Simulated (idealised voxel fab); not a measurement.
Proc. module: voxel lift off
Square cell edge 5 nm, section width 175 nm, ID cut.
Bands, listed from the top down, are how a cross-section gets written in this document; the cross-section itself is a grid of square cells, and a band is one or more rows of them. The band entry comprises the height of the band's top followed by the height of its bottom, expressed in nm, and subsequently the band's materials from left to right, each stated together with its width in nm. Where a single material is marked with the word "throughout", that material fills the band from edge to edge. The word "air" represents empty space. All heights in this document are referenced to 0, defined as the level beneath which the wafer, as received, consists entirely of one material. The lowest band is not bounded below; it extends indefinitely downward and is written in the form "0 and below". Top row gets the first number, bottom row gets the second, and each row in between changes by the same step: that is how a band width like "30 to 40" works. "nothing got changed" (step): cross-section cells unchanged, all of them. In "Closed internal cavities" the enclosed voids are listed, meaning empty spaces of 8 cells or larger without any opening to the top. The form is width x height at distance, distance from the left edge, units nm. after a step's settings: what the simulator itself notes on the step. "overlay nm" denotes, for a step that has a mask, the displacement of the mask to the right of its planned place, with negative values corresponding to the left.
**Process steps - plan**
1. RECEIVE (material Si)
2. CONFORMAL_DEP (material SiN; thk nm 15)
3. PATTERN (tone open; mask id LINES; material resist; width nm 15; pitch nm 35; thk nm 25; overlay nm 0)
4. DIRECTIONAL_DEP (material Ru; thk nm 10)
5. STRIP (etch materials resist)
6. CONFORMAL_DEP (material SiCN; thk nm 10)
**Cross-section, incoming material, after step 1**
	0 and below | Si throughout
	Closed internal cavities: none
**Cross-section: first of two wafers, module finished, run according to plan**
	35 down to 25 | air=15 | SiCN=140 | air=20
	25 down to 15 | SiCN=25 | Ru=15 | SiCN=20 | Ru=15 | SiCN=20 | Ru=15 | SiCN=20 | Ru=15 | SiCN=30
	15 down to 0 | SiN throughout
	0 and below | Si throughout
	Closed internal cavities: none
**End of module, second wafer, cross-section. Started like the first, planned like the first, run with one mistake**
	50 down to 40 | air=15 | SiCN=140 | air=20
	40 down to 30 | SiCN=25 | Ru=15 | SiCN=20 | Ru=15 | SiCN=20 | Ru=15 | SiCN=20 | Ru=15 | SiCN=30
	30 down to 0 | SiN throughout
	0 and below | Si throughout
	Closed internal cavities: none
Run error: it should be noted that step 2 of the plan was executed twice
Wafer comparison, final, in cells, second relative to first, materials more or fewer: SiN +105
